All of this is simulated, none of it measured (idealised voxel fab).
Proc. module: voxel local oxidation
The width of the displayed cross-section, cut, is 265 nm; its cells are square, with a size of 5 nm.
In this document a cross-section is written as a grid of square cells. It is given as a series of bands, listed from the top down, and a band is one or more rows of cells.
The band entry comprises the height of the band's top followed by the height of its bottom, expressed in nm, and subsequently the band's materials from left to right, each stated together with its width in nm. Where a single material is marked with the word "full width", that material fills the band from edge to edge. The word "blank" represents empty space.
Height reference: 0 = level under which incoming wafer is all one material. Lowest band: no bottom, runs on downward, e.g. "0 -> down".
The width entry "30 to 40" should be interpreted row by row: the top row of cells in the band takes the first number, the bottom row takes the second number, and the change between adjacent rows is uniform throughout.
Where the words "no modifications" appear for a step, the cross-section shows no cell changed by that step; every cell remained as before.
For the entry "Closed void register", the listed items are empty spaces with no open way to the top whose size is 8 cells or more; each item follows the pattern width x height at distance, where distance is from the left edge and all three are in nm.
Text after the settings on a step's line: the simulator's own remark on that step.
overlay nm: mask right of planned place by this much (step with mask). Neg. = left.

## Process steps foreseen in the plan
1 RECEIVE [material Si]
2 OXIDIZE [depth nm 5]
3 CONFORMAL_DEP [material SiN] [thk nm 15]
4 MASKED_ETCH [tone cover] [mask id ACTIVE] [width nm 100] [etch materials SiN] [depth nm 15] [overlay nm 0]
5 SELECTIVE_ETCH [etch materials SiO2] [depth nm 5]
6 OXIDIZE [depth nm 10]
7 STRIP [etch materials SiN]

## Cross-sectional view of the wafer in its as-received condition, corresponding to the state after step 1
- 0 -> down = Si full width
- Closed void register: none

## Wafer cross-section at end of module: start and plan as shown above, one execution error
- -5 -> -15 = 95 of blank  70 of Si  100 of blank
- -15 -> down = Si full width
- Closed void register: none
Here's what went sideways: for step 7, the planned setting was not used; the step was instead run as STRIP [etch materials SiO2]
